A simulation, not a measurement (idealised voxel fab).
Proc. module: voxel transistor to metal
The cross-section shown here is cut; it is 140 nm wide and divided into square cells measuring 5 nm on a side.
Cross-sections here: square-cell grids, written as top-down lists of bands, a band being one or more rows of cells. Top, bottom (nm), then materials left to right with widths (nm); lone material tagged "edge to edge" fills the whole band edge to edge; "blank" = empty space. Basically, 0 is our baseline, since under it the wafer straight out of the box is all one material. The bottom band has no lower end and keeps on going down, so it looks like "0 -> down". Per-row width for "30->40": begins at first number (top row of band), ends at second number (bottom row), increment between rows held constant. What does "remains unaltered" mean for a step? It means no cell of the cross-section changed in that step. Under "Enclosed voids" you'll find the enclosed gaps, the ones with no way out to the top, that are 8 cells or bigger; each reads width x height at distance, with distance counted from the left edge, everything in nm. Anything after a step's settings on that line? It's the simulator's own note about the step. overlay nm: on a step with a mask, how far right of its planned place the mask lay; negative means left.

Steps planned for the process
| 1 | RECEIVE, material Si |
| 2 | CONFORMAL_DEP, material SiO2, thk nm 5 |
| 3 | CONFORMAL_DEP, material SiN, thk nm 10 |
| 4 | MASKED_ETCH, tone cover, mask id ACTIVE, width nm 100, etch materials SiN, depth nm 10, overlay nm 0 |
| 5 | MASKED_ETCH, tone cover, mask id ACTIVE, width nm 100, etch materials SiO2, depth nm 5, overlay nm 0 |
| 6 | MASKED_ETCH, tone cover, mask id ACTIVE, width nm 100, etch materials Si, depth nm 35, overlay nm 0 |
| 7 | FILL_DEP, material SiO2, thk nm 10 |
| 8 | CMP, height nm 15 |
| 9 | SELECTIVE_ETCH, etch materials SiO2, depth nm 5 |
| 10 | STRIP, etch materials SiN |
| 11 | SELECTIVE_ETCH, etch materials SiO2, depth nm 5 |
| 12 | OXIDIZE, depth nm 5 |
| 13 | DIRECTIONAL_DEP, material polySi, thk nm 25 |
| 14 | DIRECTIONAL_DEP, material SiCN, thk nm 10 |
| 15 | MASKED_ETCH, tone cover, mask id GATE, width nm 30, etch materials SiCN, depth nm 20, overlay nm 0 |
| 16 | MASKED_ETCH, tone cover, mask id GATE, width nm 30, etch materials polySi, depth nm 35, overlay nm 0 |
| 17 | CONFORMAL_DEP, material SiN, thk nm 10 |
| 18 | DIRECTIONAL_ETCH, etch materials SiN, depth nm 10 |
| 19 | DIRECTIONAL_ETCH, etch materials SiO2, depth nm 5 |
| 20 | DIRECTIONAL_ETCH, etch materials Si, depth nm 15 |
| 21 | EPI, material SiGe, thk nm 15 |
| 22 | FILL_DEP, material SiO2, thk nm 10 |
| 23 | CMP, height nm 25 |
| 24 | STRIP, etch materials polySi |
| 25 | SELECTIVE_ETCH, etch materials SiO2, depth nm 5 |
| 26 | CONFORMAL_DEP, material HfO2, thk nm 5 |
| 27 | CONFORMAL_DEP, material TiN, thk nm 5 |
| 28 | FILL_DEP, material W, thk nm 10 |
| 29 | CMP, height nm 20 |
| 30 | DIRECTIONAL_DEP, material SiO2, thk nm 10 |
| 31 | MASKED_ETCH, tone open, mask id CONTACT, width nm 15, pitch nm 75, etch materials SiO2, depth nm 20, overlay nm 0 |
| 32 | CONFORMAL_DEP, material TiN, thk nm 5 |
| 33 | FILL_DEP, material W, thk nm 10 |
| 34 | CMP, height nm 30 |
| 35 | CONFORMAL_DEP, material SiN, thk nm 5 |
| 36 | DIRECTIONAL_DEP, material lowk, thk nm 20 |
| 37 | MASKED_ETCH, tone open, mask id METAL_1, width nm 15, pitch nm 75, etch materials lowk, depth nm 20, overlay nm 0 |
| 38 | MASKED_ETCH, tone open, mask id METAL_1, width nm 15, pitch nm 75, etch materials SiN, depth nm 5, overlay nm 0 |
| 39 | CONFORMAL_DEP, material TiN, thk nm 5 |
| 40 | FILL_DEP, material Cu, thk nm 10 |
| 41 | CMP, height nm 55 |
| 42 | CONFORMAL_DEP, material SiN, thk nm 5 |
All wafers enter the flow in the same state. The width nm at step 37 differs from wafer to wafer, and the plan gives the value for the first wafer.

After step 1, as received: first of several wafers, cross-section
* 0 -> down | Si edge to edge
* Enclosed voids: none

Depicted here is the first of several wafers in cross-section, at module completion following the last step, step 42
* 60 -> 55 | SiN edge to edge
* 55 -> 35 | lowk=25; TiN=5; Cu=5; TiN=5; lowk=60; TiN=5; Cu=5; TiN=5; lowk=25
* 35 -> 30 | SiN=25; TiN=15; SiN=60; TiN=15; SiN=25
* 30 -> 20 | SiO2=25; TiN=5; W=5; TiN=5; SiO2=60; TiN=5; W=5; TiN=5; SiO2=25
* 20 -> 15 | SiO2=25; TiN=5; W=5; TiN=5; SiO2=5; SiN=10; HfO2=5; TiN=5; W=10; TiN=5; HfO2=5; SiN=10; SiO2=5; TiN=5; W=5; TiN=5; SiO2=25
* 15 -> 10 | SiO2=25; TiN=15; SiO2=5; SiN=10; HfO2=5; TiN=5; W=10; TiN=5; HfO2=5; SiN=10; SiO2=5; TiN=15; SiO2=25
* 10 -> 5 | SiO2=20; SiGe=25; SiN=10; HfO2=5; TiN=5; W=10; TiN=5; HfO2=5; SiN=10; SiGe=25; SiO2=20
* 5 -> 0 | SiO2=15; SiN=10; SiGe=20; SiN=10; HfO2=5; TiN=20; HfO2=5; SiN=10; SiGe=20; SiN=10; SiO2=15
* 0 -> -5 | SiO2=25; SiGe=20; SiO2=5; HfO2=40; SiO2=5; SiGe=20; SiO2=25
* -5 -> -20 | SiO2=20; Si=5; SiGe=20; Si=50; SiGe=20; Si=5; SiO2=20
* -20 -> -35 | SiO2=20; Si=100; SiO2=20
* -35 -> down | Si edge to edge
* Enclosed voids: none

Cross-sectional depiction of the last of several wafers upon completion of the module
* 60 -> 55 | SiN edge to edge
* 55 -> 40 | lowk=20; TiN=5; Cu=20; TiN=5; lowk=45; TiN=5; Cu=20; TiN=5; lowk=15
* 40 -> 35 | lowk=20; TiN=10; Cu=5; TiN=15; lowk=45; TiN=10; Cu=5; TiN=15; lowk=15
* 35 -> 30 | SiN=25; TiN=15; SiN=60; TiN=15; SiN=25
* 30 -> 20 | SiO2=25; TiN=5; W=5; TiN=5; SiO2=60; TiN=5; W=5; TiN=5; SiO2=25
* 20 -> 15 | SiO2=25; TiN=5; W=5; TiN=5; SiO2=5; SiN=10; HfO2=5; TiN=5; W=10; TiN=5; HfO2=5; SiN=10; SiO2=5; TiN=5; W=5; TiN=5; SiO2=25
* 15 -> 10 | SiO2=25; TiN=15; SiO2=5; SiN=10; HfO2=5; TiN=5; W=10; TiN=5; HfO2=5; SiN=10; SiO2=5; TiN=15; SiO2=25
* 10 -> 5 | SiO2=20; SiGe=25; SiN=10; HfO2=5; TiN=5; W=10; TiN=5; HfO2=5; SiN=10; SiGe=25; SiO2=20
* 5 -> 0 | SiO2=15; SiN=10; SiGe=20; SiN=10; HfO2=5; TiN=20; HfO2=5; SiN=10; SiGe=20; SiN=10; SiO2=15
* 0 -> -5 | SiO2=25; SiGe=20; SiO2=5; HfO2=40; SiO2=5; SiGe=20; SiO2=25
* -5 -> -20 | SiO2=20; Si=5; SiGe=20; Si=50; SiGe=20; Si=5; SiO2=20
* -20 -> -35 | SiO2=20; Si=100; SiO2=20
* -35 -> down | Si edge to edge
* Enclosed voids: none

Every row in this table is a wafer at the end of the module, and it gives, for each of the materials, the cells that wafer has gained (+) or lost (-) since it was received, then its closed voids
width nm 15, +8 Cu, +16 HfO2, -100 Si, +50 SiGe, +70 SiN, +142 SiO2, +50 TiN, +12 W, +88 lowk, Enclosed voids: none
width nm 20, +14 Cu, +16 HfO2, -100 Si, +50 SiGe, +70 SiN, +142 SiO2, +52 TiN, +12 W, +80 lowk, Enclosed voids: none
width nm 25, +20 Cu, +16 HfO2, -100 Si, +50 SiGe, +70 SiN, +142 SiO2, +54 TiN, +12 W, +72 lowk, Enclosed voids: none
width nm 30, +26 Cu, +16 HfO2, -100 Si, +50 SiGe, +70 SiN, +142 SiO2, +56 TiN, +12 W, +64 lowk, Enclosed voids: none
